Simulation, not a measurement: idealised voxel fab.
process module | voxel trench capacitor
cross-section cut | 280 nm wide | cells 5 nm
A cross-section is a grid of square cells, given in bands from the top down. A band is one or more rows of cells.
Each band's line starts with the height of the band's top and of its bottom, in nm. Then come its materials from left to right, each with its width in nm. One material with "throughout" fills the band from edge to edge. "air" is empty space.
Height 0 is the level under which the wafer as received is all one material. The lowest band goes on downwards, as in "0 down".
A width such as "30 to 40" changes by the same amount from each row of cells to the next, from the band's top row to its bottom row.
"no change" after a step means that no cell of the cross-section changed.
closed voids: empty space of 8 cells or more with no open way to the top, each as width x height at its distance from the left edge, in nm
after a step's settings: what the simulator itself notes on the step
overlay nm, on a step with a mask: how far to the right of its planned place the mask lay; to the left if negative
plan
1 op RECEIVE | material Si
2 op CONFORMAL_DEP | material SiN | thk nm 10
3 op DIRECTIONAL_DEP | material aC | thk nm 10
4 op PATTERN | tone open | mask id TRENCH | material resist | width nm 15 | pitch nm 30 | thk nm 25 | overlay nm 0
5 op DIRECTIONAL_ETCH | etch materials aC | depth nm 10
6 op STRIP | etch materials resist
7 op DIRECTIONAL_ETCH | etch materials SiN | depth nm 10
8 op DIRECTIONAL_ETCH | etch materials Si | depth nm 30
9 op STRIP | etch materials aC
10 op CONFORMAL_DEP | material Al2O3 | thk nm 5
11 op FILL_DEP | material polySi | thk nm 5
12 op CMP | height nm 10
as received, after step 1
  0 down: Si throughout
  closed voids: none
a wafer at the end: this start, this plan, one mistake
  10 to 0: polySi 110 | Al2O3 5 | SiN 15 | Al2O3 5 | polySi 5 | Al2O3 5 | SiN 15 | Al2O3 5 | polySi 115
  0 to -25: polySi 110 | Al2O3 5 | Si 15 | Al2O3 5 | polySi 5 | Al2O3 5 | Si 15 | Al2O3 5 | polySi 115
  -25 to -30: Al2O3 115 | Si 15 | Al2O3 15 | Si 15 | Al2O3 120
  -30 down: Si throughout
  closed voids: none
what went wrong: step 4 ran as: op PATTERN | tone cover | mask id TRENCH | material resist | width nm 15 | pitch nm 30 | thk nm 25 | overlay nm 0
